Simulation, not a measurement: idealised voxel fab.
The following is a process module called voxel quadruple lines.
Square cell edge 5 nm, section width 275 nm, ID cut.
Cross-section format: a grid of square cells, given as bands from top to bottom; each band is one or more rows of cells. Top, bottom (nm), then materials left to right with widths (nm); lone material tagged "all across" fills the whole band edge to edge; "empty" = empty space. Convention: height 0 is the level below which the wafer, as received, is all one material. The lowest band does not terminate at the bottom but continues downward, represented as "0 -> down". With a width like "30->40", each row of cells in the band differs from the next by the same amount, the top row carrying the first number and the bottom row the second. "same as before" after a step means that no cell of the cross-section changed. The label "Enclosed internal cavities" introduces a list of the empty spaces, 8 cells or larger, that have no open way up to the top; each entry in it reads width x height at distance, where the distance is taken from the left edge and all three are stated in nm. What comes after the settings on a step's line is commentary from the simulator itself on that step. Regarding "overlay nm": on a step with a mask, it is the distance the mask lay to the right of its planned place; a negative value places it to the left.

Planned step list for the process:
1. op RECEIVE | material Si
2. op CONFORMAL_DEP | material SiO2 | thk nm 10
3. op DIRECTIONAL_DEP | material W | thk nm 10
4. op DIRECTIONAL_DEP | material polySi | thk nm 15
5. op DIRECTIONAL_DEP | material aC | thk nm 25
6. op PATTERN | tone cover | mask id MANDREL | material resist | width nm 30 | thk nm 35 | overlay nm 0
7. op DIRECTIONAL_ETCH | etch materials aC | depth nm 25
8. op STRIP | etch materials resist
9. op CONFORMAL_DEP | material SiO2 | thk nm 10
10. op DIRECTIONAL_ETCH | etch materials SiO2 | depth nm 10
11. op STRIP | etch materials aC
12. op DIRECTIONAL_ETCH | etch materials polySi | depth nm 15
13. op STRIP | etch materials SiO2
14. op CONFORMAL_DEP | material SiCN | thk nm 10
15. op DIRECTIONAL_ETCH | etch materials SiCN | depth nm 10
16. op STRIP | etch materials polySi
17. op DIRECTIONAL_ETCH | etch materials W | depth nm 10
18. op STRIP | etch materials SiCN

Of two wafers, the first: run according to plan:

as received, after step 1:
- 0 -> down  Si all across
- Enclosed internal cavities: none

After step 2, in cross-section:
- 10 -> 0  SiO2 all across
- Beneath the level 0, the cross-section is identical to its previous state.

After step 3, in cross-section:
- 20 -> 10  W all across
- Beneath the level 10, the cross-section is identical to its previous state.

After step 4, in cross-section:
- 35 -> 20  polySi all across
- Beneath the level 20, the cross-section is identical to its previous state.

After step 5, in cross-section:
- 60 -> 35  aC all across
- Beneath the level 35, the cross-section is identical to its previous state.

After step 6, in cross-section:
- 95 -> 60  empty 120, resist 30, empty 125
- Beneath the level 60, the cross-section is identical to its previous state.

After step 7, in cross-section:
- 70 -> 60  empty 120, resist 30, empty 125
- 60 -> 35  empty 120, aC 30, empty 125
- Beneath the level 35, the cross-section is identical to its previous state.

After step 8, in cross-section:
- 60 -> 35  empty 120, aC 30, empty 125
- Beneath the level 35, the cross-section is identical to its previous state.

After step 9, in cross-section:
- 70 -> 60  empty 110, SiO2 50, empty 115
- 60 -> 45  empty 110, SiO2 10, aC 30, SiO2 10, empty 115
- 45 -> 35  SiO2 120, aC 30, SiO2 125
- Beneath the level 35, the cross-section is identical to its previous state.

After step 10, in cross-section:
- 60 -> 35  empty 110, SiO2 10, aC 30, SiO2 10, empty 115
- Beneath the level 35, the cross-section is identical to its previous state.

After step 11, in cross-section:
- 60 -> 35  empty 110, SiO2 10, empty 30, SiO2 10, empty 115
- Beneath the level 35, the cross-section is identical to its previous state.

After step 12, in cross-section:
- 60 -> 35  empty 110, SiO2 10, empty 30, SiO2 10, empty 115
- 35 -> 20  empty 110, polySi 10, empty 30, polySi 10, empty 115
- Beneath the level 20, the cross-section is identical to its previous state.

After step 13, in cross-section:
- 35 -> 20  empty 110, polySi 10, empty 30, polySi 10, empty 115
- Beneath the level 20, the cross-section is identical to its previous state.

After step 14, in cross-section:
- 45 -> 35  empty 100, SiCN 30, empty 10, SiCN 30, empty 105
- 35 -> 30  empty 100, SiCN 10, polySi 10, SiCN 10, empty 10, SiCN 10, polySi 10, SiCN 10, empty 105
- 30 -> 20  SiCN 110, polySi 10, SiCN 30, polySi 10, SiCN 115
- Beneath the level 20, the cross-section is identical to its previous state.

After step 15, in cross-section:
- 35 -> 20  empty 100, SiCN 10, polySi 10, SiCN 10, empty 10, SiCN 10, polySi 10, SiCN 10, empty 105
- Beneath the level 20, the cross-section is identical to its previous state.

After step 16, in cross-section:
- 35 -> 20  empty 100, SiCN 10, empty 10, SiCN 10, empty 10, SiCN 10, empty 10, SiCN 10, empty 105
- Beneath the level 20, the cross-section is identical to its previous state.

After step 17, in cross-section:
- 35 -> 20  empty 100, SiCN 10, empty 10, SiCN 10, empty 10, SiCN 10, empty 10, SiCN 10, empty 105
- 20 -> 10  empty 100, W 10, empty 10, W 10, empty 10, W 10, empty 10, W 10, empty 105
- Beneath the level 10, the cross-section is identical to its previous state.

After step 18, in cross-section:
- 20 -> 10  empty 100, W 10, empty 10, W 10, empty 10, W 10, empty 10, W 10, empty 105
- Beneath the level 10, the cross-section is identical to its previous state.

Second wafer - shared start and plan with the first - one error in running - same as the first up to step 5 inclusive:

Second wafer cross-section, taken as of the time the plan sets for step 6 to be done:
- 95 -> 60  empty 120, resist 35, empty 120
- Beneath the level 60, the cross-section is identical to its previous state.

Second wafer cross-section, taken as of the time the plan sets for step 7 to be done:
- 70 -> 60  empty 120, resist 35, empty 120
- 60 -> 35  empty 120, aC 35, empty 120
- Beneath the level 35, the cross-section is identical to its previous state.

Second wafer cross-section, taken as of the time the plan sets for step 8 to be done:
- 60 -> 35  empty 120, aC 35, empty 120
- Beneath the level 35, the cross-section is identical to its previous state.

Second wafer cross-section, taken as of the time the plan sets for step 9 to be done:
- 70 -> 60  empty 110, SiO2 55, empty 110
- 60 -> 45  empty 110, SiO2 10, aC 35, SiO2 10, empty 110
- 45 -> 35  SiO2 120, aC 35, SiO2 120
- Beneath the level 35, the cross-section is identical to its previous state.

Second wafer cross-section, taken as of the time the plan sets for step 10 to be done:
- 60 -> 35  empty 110, SiO2 10, aC 35, SiO2 10, empty 110
- Beneath the level 35, the cross-section is identical to its previous state.

Second wafer cross-section, taken as of the time the plan sets for step 11 to be done:
- 60 -> 35  empty 110, SiO2 10, empty 35, SiO2 10, empty 110
- Beneath the level 35, the cross-section is identical to its previous state.

Second wafer cross-section, taken as of the time the plan sets for step 12 to be done:
- 60 -> 35  empty 110, SiO2 10, empty 35, SiO2 10, empty 110
- 35 -> 20  empty 110, polySi 10, empty 35, polySi 10, empty 110
- Beneath the level 20, the cross-section is identical to its previous state.

Second wafer cross-section, taken as of the time the plan sets for step 13 to be done:
- 35 -> 20  empty 110, polySi 10, empty 35, polySi 10, empty 110
- Beneath the level 20, the cross-section is identical to its previous state.

Second wafer cross-section, taken as of the time the plan sets for step 14 to be done:
- 45 -> 35  empty 100, SiCN 30, empty 15, SiCN 30, empty 100
- 35 -> 30  empty 100, SiCN 10, polySi 10, SiCN 10, empty 15, SiCN 10, polySi 10, SiCN 10, empty 100
- 30 -> 20  SiCN 110, polySi 10, SiCN 35, polySi 10, SiCN 110
- Beneath the level 20, the cross-section is identical to its previous state.

Second wafer cross-section, taken as of the time the plan sets for step 15 to be done:
- 35 -> 20  empty 100, SiCN 10, polySi 10, SiCN 10, empty 15, SiCN 10, polySi 10, SiCN 10, empty 100
- Beneath the level 20, the cross-section is identical to its previous state.

Second wafer cross-section, taken as of the time the plan sets for step 16 to be done:
- 35 -> 20  empty 100, SiCN 10, empty 10, SiCN 10, empty 15, SiCN 10, empty 10, SiCN 10, empty 100
- Beneath the level 20, the cross-section is identical to its previous state.

Second wafer cross-section, taken as of the time the plan sets for step 17 to be done:
- 35 -> 20  empty 100, SiCN 10, empty 10, SiCN 10, empty 15, SiCN 10, empty 10, SiCN 10, empty 100
- 20 -> 10  empty 100, W 10, empty 10, W 10, empty 15, W 10, empty 10, W 10, empty 100
- Beneath the level 10, the cross-section is identical to its previous state.

Second wafer cross-section, taken as of the time the plan sets for step 18 to be done:
- 20 -> 10  empty 100, W 10, empty 10, W 10, empty 15, W 10, empty 10, W 10, empty 100
- Beneath the level 10, the cross-section is identical to its previous state.
Here's what went sideways: for step 6, the planned setting was not used; the step was instead run as op PATTERN | tone cover | mask id MANDREL | material resist | width nm 35 | thk nm 35 | overlay nm 0
Same inventory, different map: at the end, the second wafer holds as many cells of each material as the first, placed elsewhere.
